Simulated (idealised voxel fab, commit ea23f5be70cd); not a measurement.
process module | voxel capacitor over wiring
cross-section cut | 170 nm wide | cells 5 nm
A cross-section is a grid of square cells, given in bands from the top down. A band is one or more rows of cells.
Each band's line starts with the height of the band's top and of its bottom, in nm. Then come its materials from left to right, each with its width in nm. One material with "throughout" fills the band from edge to edge. "air" is empty space.
Height 0 is the level under which the wafer as received is all one material. The lowest band goes on downwards, as in "0 down".
A width such as "30 to 40" changes by the same amount from each row of cells to the next, from the band's top row to its bottom row.
"no change" after a step means that no cell of the cross-section changed.
closed voids: empty space of 8 cells or more with no open way to the top, each as width x height at its distance from the left edge, in nm
after a step's settings: what the simulator itself notes on the step
overlay nm, on a step with a mask: how far to the right of its planned place the mask lay; to the left if negative
plan
1 op RECEIVE | material Si
2 op CONFORMAL_DEP | material SiO2 | thk nm 10
3 op CONFORMAL_DEP | material SiN | thk nm 5
4 op DIRECTIONAL_DEP | material lowk | thk nm 20
5 op PATTERN | tone open | mask id METAL_1 | material resist | width nm 25 | pitch nm 90 | thk nm 20 | overlay nm 0
6 op DIRECTIONAL_ETCH | etch materials lowk | depth nm 20
7 op DIRECTIONAL_ETCH | etch materials SiN | depth nm 5
8 op STRIP | etch materials resist
9 op CONFORMAL_DEP | material TiN | thk nm 5
10 op FILL_DEP | material Ru | thk nm 5
11 op CMP | height nm 35
12 op CONFORMAL_DEP | material SiCN | thk nm 5
13 op DIRECTIONAL_DEP | material lowk | thk nm 20
14 op MASKED_ETCH | tone open | mask id PLUG_1 | width nm 15 | etch materials lowk | depth nm 20 | overlay nm 0
15 op MASKED_ETCH | tone open | mask id PLUG_1 | width nm 15 | etch materials SiCN | depth nm 5 | overlay nm 0
16 op CONFORMAL_DEP | material TiN | thk nm 5
17 op FILL_DEP | material Ru | thk nm 5
18 op CMP | height nm 60
19 op DIRECTIONAL_DEP | material TiN | thk nm 5
20 op DIRECTIONAL_DEP | material SiN | thk nm 5
21 op DIRECTIONAL_DEP | material TiN | thk nm 10
22 op MASKED_ETCH | tone cover | mask id UPPER_PLATE | width nm 70 | etch materials TiN | depth nm 10 | overlay nm 0
23 op MASKED_ETCH | tone cover | mask id UPPER_PLATE | width nm 70 | etch materials SiN | depth nm 5 | overlay nm 0
24 op MASKED_ETCH | tone cover | mask id LOWER_PLATE | width nm 80 | etch materials TiN | depth nm 5 | overlay nm 0
25 op FILL_DEP | material SiO2 | thk nm 20
26 op CMP | height nm 95
27 op PATTERN | tone open | mask id PLUG_2 | material resist | width nm 15 | thk nm 15 | overlay nm 0
28 op DIRECTIONAL_ETCH | etch materials SiO2 | depth nm 15
29 op STRIP | etch materials resist
30 op CONFORMAL_DEP | material TiN | thk nm 5
31 op FILL_DEP | material Ru | thk nm 5
32 op CMP | height nm 95
33 op CONFORMAL_DEP | material SiCN | thk nm 5
as received, after step 1
  0 down: Si throughout
  closed voids: none
first wafer at the end, as planned
  100 to 95: SiCN throughout
  95 to 85: SiO2 45 | TiN 5 | Ru 5 | TiN 5 | SiO2 110
  85 to 80: SiO2 45 | TiN 15 | SiO2 110
  80 to 70: SiO2 35 | TiN 70 | SiO2 65
  70 to 65: SiO2 35 | SiN 70 | SiO2 65
  65 to 60: SiO2 30 | TiN 80 | SiO2 60
  60 to 40: lowk 35 | TiN 5 | Ru 5 | TiN 5 | lowk 120
  40 to 35: SiCN 35 | TiN 15 | SiCN 120
  35 to 15: lowk 25 | TiN 5 | Ru 15 | TiN 5 | lowk 65 | TiN 5 | Ru 15 | TiN 5 | lowk 30
  15 to 10: SiN 25 | TiN 25 | SiN 65 | TiN 25 | SiN 30
  10 to 0: SiO2 throughout
  0 down: Si throughout
  closed voids: none
second wafer at the end: like start, like plan, one mistake
  100 to 95: SiCN throughout
  95 to 85: SiO2 45 | TiN 5 | Ru 5 | TiN 5 | SiO2 110
  85 to 80: SiO2 45 | TiN 15 | SiO2 110
  80 to 70: SiO2 35 | TiN 70 | SiO2 65
  70 to 65: SiO2 35 | SiN 70 | SiO2 65
  65 to 60: SiO2 30 | TiN 80 | SiO2 60
  60 to 55: SiCN 35 | TiN 15 | SiCN 120
  55 to 35: SiCN throughout
  35 to 15: lowk 25 | TiN 5 | Ru 15 | TiN 5 | lowk 65 | TiN 5 | Ru 15 | TiN 5 | lowk 30
  15 to 10: SiN 25 | TiN 25 | SiN 65 | TiN 25 | SiN 30
  10 to 0: SiO2 throughout
  0 down: Si throughout
  closed voids: none
what went wrong: step 13 ran as: op DIRECTIONAL_DEP | material SiCN | thk nm 20
at the end the second wafer has, in cells: 4 fewer of Ru | 136 more of SiCN | 8 fewer of TiN | 124 fewer of lowk
